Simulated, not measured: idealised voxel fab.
The following process module bears the name voxel ribs on slabs.
Square cells of 5 nm make up the cross-section cut, whose width is 150 nm.
When this document writes out a cross-section, it uses a grid of square cells and lists it as bands, beginning at the top and moving down, with a band standing for one or more rows of cells.
Band: top and bottom heights (nm) first, top before bottom; then materials from left to right, widths in nm. "throughout" marks a sole material filling the band edge to edge. "empty" denotes empty space.
Height reference: 0 = level under which incoming wafer is all one material. Lowest band: no bottom, runs on downward, e.g. "top 0, no bottom".
When a width is written as two numbers, as in "30 to 40", the first number is the width in the top row of cells of the band and the second is the width in its bottom row, and the width changes by the same amount from each row to the next.
A step reported as "no change occurred" is a step in which no cell of the cross-section changed.
Look at "Fully closed voids" for the closed voids: empty spaces with no open path to the top, sized 8 cells or up. Each is width x height at distance, distance from the left edge, all nm.
Past the settings on a step's line: simulator remark, on that step.
overlay nm: how far to the right of its planned place the mask lay on this masked step (negative: to the left).
Process steps foreseen in the plan:
| 1 | RECEIVE | material Si |
| 2 | DIRECTIONAL_DEP | material SiO2 | thk nm 25 |
| 3 | DIRECTIONAL_DEP | material polySi | thk nm 15 |
| 4 | DIRECTIONAL_DEP | material aC | thk nm 15 |
| 5 | PATTERN | tone cover | mask id RIB | material resist | width nm 20 | thk nm 30 | overlay nm 0 |
| 6 | DIRECTIONAL_ETCH | etch materials aC | depth nm 15 |
| 7 | STRIP | etch materials resist |
| 8 | DIRECTIONAL_ETCH | etch materials polySi | depth nm 5 |
| 9 | STRIP | etch materials aC |
| 10 | MASKED_ETCH | tone cover | mask id SLAB | width nm 70 | etch materials polySi | depth nm 10 | overlay nm 0 |
| 11 | FILL_DEP | material SiO2 | thk nm 30 |
| 12 | CMP | height nm 60 |
| 13 | DIRECTIONAL_DEP | material TiN | thk nm 10 |
| 14 | PATTERN | tone cover | mask id HEATER | material resist | width nm 30 | thk nm 15 | overlay nm 0 |
| 15 | DIRECTIONAL_ETCH | etch materials TiN | depth nm 10 |
| 16 | STRIP | etch materials resist |
| 17 | CONFORMAL_DEP | material SiO2 | thk nm 10 |
Wafer as received: cross-section following step 1:
  top 0, no bottom = Si throughout
  Fully closed voids: none
The cross-section shown corresponds to the wafer at the conclusion of the module. The initial structure and the process plan are those presented above; however, one mistake occurred in executing the plan:
  top 80, bottom 70 = 50 of empty, 50 of SiO2, 50 of empty
  top 70, bottom 60 = 60 of SiO2, 30 of TiN, 60 of SiO2
  top 60, bottom 40 = SiO2 throughout
  top 40, bottom 35 = 65 of SiO2, 20 of polySi, 65 of SiO2
  top 35, bottom 25 = 45 of SiO2, 70 of polySi, 35 of SiO2
  top 25, bottom 0 = SiO2 throughout
  top 0, no bottom = Si throughout
  Fully closed voids: none
What was the processing mistake? note that step 10 departed from the planned setting and was carried out as MASKED_ETCH | tone cover | mask id SLAB | width nm 70 | etch materials polySi | depth nm 10 | overlay nm 5
